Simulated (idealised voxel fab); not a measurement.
voxel tone inversion: a process module
FYI the section here is cut, 175 nm wide, cells are 5 nm squares.
Cross-section spec: square-cell grid; bands listed top down; each band is one or more rows. Top height, bottom height, nm. Materials left to right, width each, nm. Single material + "all across" = fills band edge to edge. "blank" = empty. Height datum 0, below which the as-received substrate wafer is one material. Lowest band open at the bottom, running downward: "0 -> down". Note: "30 to 40" means the width goes from the first number (top row of the band) to the second number (bottom row) in equal steps per row of cells. Where a step carries "remained unchanged", the cross-section came out of it unchanged, cell for cell. Empty spaces counting at least 8 cells and having no open way to the top are listed in "Enclosed internal cavities". The notation width x height at distance is used for each, the distance being from the left edge and all three values in nm. after a step's settings: what the simulator itself notes on the step. overlay nm: mask right of planned place by this much (step with mask). Neg. = left.
-- Intended process steps
1 RECEIVE: material Si
2 CONFORMAL_DEP: material SiCN, thk nm 10
3 DIRECTIONAL_DEP: material polySi, thk nm 25
4 PATTERN: tone cover, mask id POSTS, material resist, width nm 25, pitch nm 50, thk nm 35, overlay nm 0
5 DIRECTIONAL_ETCH: etch materials polySi, depth nm 25
6 STRIP: etch materials resist
7 FILL_DEP: material SiO2, thk nm 10
8 CMP: height nm 35
9 STRIP: etch materials polySi
10 CONFORMAL_DEP: material TiN, thk nm 5
11 FILL_DEP: material Cu, thk nm 10
12 CMP: height nm 35
13 CONFORMAL_DEP: material SiCN, thk nm 5
-- Incoming wafer in cross-section (state: after step 1)
    0 -> down = Si all across
    Enclosed internal cavities: none
-- a wafer at the end: this start, this plan, one mistake
    40 -> 35 = SiCN all across
    35 -> 15 = SiO2 (35), then TiN (5), then Cu (15), then TiN (5), then SiO2 (25), then TiN (5), then Cu (15), then TiN (5), then SiO2 (25), then TiN (5), then Cu (15), then TiN (5), then SiO2 (15)
    15 -> 10 = SiO2 (35), then TiN (25), then SiO2 (25), then TiN (25), then SiO2 (25), then TiN (25), then SiO2 (15)
    10 -> 0 = SiCN all across
    0 -> down = Si all across
    Enclosed internal cavities: none
Which mistake was made when the wafer was run? contrary to plan, step 4 was performed as PATTERN: tone cover, mask id POSTS, material resist, width nm 25, pitch nm 50, thk nm 35, overlay nm 10
